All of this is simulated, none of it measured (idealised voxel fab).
The process module that follows is named voxel air gaps.
Section cut is 155 nm wide and gridded with 5 nm square cells.
Reading order for cross-sections: top band down to bottom band. Underlying form: a grid of square cells. Band size: one or more rows of cells. The entry gives the band's vertical extent as a top height and a bottom height in nm, then its horizontal make-up as materials from left to right, each with a width in nm. "blank" stands for empty space; a single material marked "throughout" fills the band edge to edge. Zero point of the height axis is 0; under it, received wafer = one material. Lowest band: continues down indefinitely, "top 0, no bottom". Read "30..40" as a graded width: first number on top, second number at the bottom, same change between each pair of neighbouring rows. No cell of the cross-section changed in a step that is given as "remained unchanged". Any empty space of 8 cells or more lacking an open way to the top shows up in "Enclosed void listing" as width x height at distance, distance from the left edge, in nm. If you see something after the settings on a step's line, that's the simulator's own remark about that step. "overlay nm", when on a step's line for a step with a mask, measures how far to the right of its planned place the mask lay; a negative measure means to the left.
[Steps in the process plan]
1 RECEIVE, material Si
2 CONFORMAL_DEP, material SiO2, thk nm 15
3 CONFORMAL_DEP, material SiCN, thk nm 5
4 DIRECTIONAL_DEP, material lowk, thk nm 35
5 PATTERN, tone open, mask id LINES, material resist, width nm 15, pitch nm 40, thk nm 15, overlay nm 0
6 DIRECTIONAL_ETCH, etch materials lowk, depth nm 35
7 STRIP, etch materials resist
8 CONFORMAL_DEP, material TiN, thk nm 5
9 FILL_DEP, material W, thk nm 5
10 CMP, height nm 55
11 EPI, material Ru, thk nm 10
12 SELECTIVE_ETCH, etch materials lowk, depth nm 45
13 CONFORMAL_DEP, material SiCN, thk nm 5
Heads up: all these wafers start the same, and what changes between them is the thk nm in step 8. The value you see in the plan is just what the first wafer got.
[The first of several wafers in cross-section, exactly as it reached us after step 1]
> top 0, no bottom | Si throughout
> Enclosed void listing: none
[Table: wafers, a row each; end-of-module cell change per material since receipt, gain (+), loss (-); then closed voids]
thk nm 5; +42 Ru; +132 SiCN; +93 SiO2; +45 TiN; +18 W; Enclosed void listing: 15 x 25 at 50; 15 x 25 at 90
thk nm 10; +42 Ru; +132 SiCN; +93 SiO2; +63 TiN; Enclosed void listing: 15 x 25 at 50; 15 x 25 at 90
thk nm 15; +42 Ru; +132 SiCN; +93 SiO2; +63 TiN; Enclosed void listing: 15 x 25 at 50; 15 x 25 at 90
thk nm 20; +42 Ru; +132 SiCN; +93 SiO2; +63 TiN; Enclosed void listing: 15 x 25 at 50; 15 x 25 at 90
